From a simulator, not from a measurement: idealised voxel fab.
The name of this process module is voxel gate over fins.
Square cell edge 5 nm, section width 280 nm, ID cut.
A cross-section is written here as square cells arranged in a grid, and it is given in bands from the top down, each band taking up one or more rows of cells. Heights first: top, then bottom, in nm. Then materials, left to right, each with a width in nm. "all across" on a single material: fills the band edge to edge. "air": empty space. Heights are reckoned from 0. Under this level, the received wafer is all of one material. The bottommost band is open-ended downward, for example "0 and below". A width such as "30..40" changes by the same amount from each row of cells to the next, from the band's top row to its bottom row. "nothing changed" -> step changed no cross-section cell. Look at "Enclosed void entries" for the closed voids: empty spaces with no open path to the top, sized 8 cells or up. Each is width x height at distance, distance from the left edge, all nm. On a step's line, text after the settings is the simulator commenting on that step. When a step includes a mask, the "overlay nm" setting on its line states how far to the right of its planned place that mask lay, and negative values state how far to the left.

Process steps - plan:
1) RECEIVE with material Si
2) CONFORMAL_DEP with material SiN, thk nm 10
3) PATTERN with tone cover, mask id FINS, material resist, width nm 15, pitch nm 45, thk nm 20, overlay nm 0
4) DIRECTIONAL_ETCH with etch materials SiN, depth nm 10
5) DIRECTIONAL_ETCH with etch materials Si, depth nm 35
6) STRIP with etch materials resist
7) OXIDIZE with depth nm 5
8) FILL_DEP with material SiO2, thk nm 10
9) CMP with height nm 10
10) SELECTIVE_ETCH with etch materials SiO2, depth nm 20
11) STRIP with etch materials SiN
12) CONFORMAL_DEP with material HfO2, thk nm 5
13) CONFORMAL_DEP with material TiN, thk nm 5
14) CONFORMAL_DEP with material TiAl, thk nm 5
15) CONFORMAL_DEP with material TiN, thk nm 5
16) FILL_DEP with material W, thk nm 10
17) CMP with height nm 25
18) CONFORMAL_DEP with material SiN, thk nm 10

As-received state of the wafer in cross-section, equivalent to post-step 1:
0 and below: Si all across
Enclosed void entries: none

Below is the wafer in cross-section after the module was completed. It began from the starting point shown above and followed the plan shown above, except that one mistake was made while running it:
35 down to 25: SiN all across
25 down to 20: W all across
20 down to 15: 85 of W, then 90 of TiN, then 105 of W
15 down to 10: 85 of W, then 5 of TiN, then 35 of TiAl, then 10 of TiN, then 35 of TiAl, then 5 of TiN, then 105 of W
10 down to 5: 90 of TiN, then 5 of TiAl, then 25 of TiN, then 5 of TiAl, then 10 of TiN, then 5 of TiAl, then 25 of TiN, then 5 of TiAl, then 110 of TiN
5 down to 0: 95 of TiAl, then 5 of TiN, then 15 of HfO2, then 5 of TiN, then 20 of TiAl, then 5 of TiN, then 15 of HfO2, then 5 of TiN, then 115 of TiAl
0 down to -5: 100 of TiN, then 5 of HfO2, then 5 of Si, then 5 of HfO2, then 30 of TiN, then 5 of HfO2, then 5 of Si, then 5 of HfO2, then 120 of TiN
-5 down to -10: 105 of HfO2, then 5 of Si, then 40 of HfO2, then 5 of Si, then 125 of HfO2
-10 down to -40: 105 of SiO2, then 5 of Si, then 40 of SiO2, then 5 of Si, then 125 of SiO2
-40 and below: Si all across
Enclosed void entries: none
In executing the process, a mistake was made relative to the plan: step 3 deviated from plan and actually ran as PATTERN with tone cover, mask id FINS, material resist, width nm 15, pitch nm 45, thk nm 20, overlay nm -10
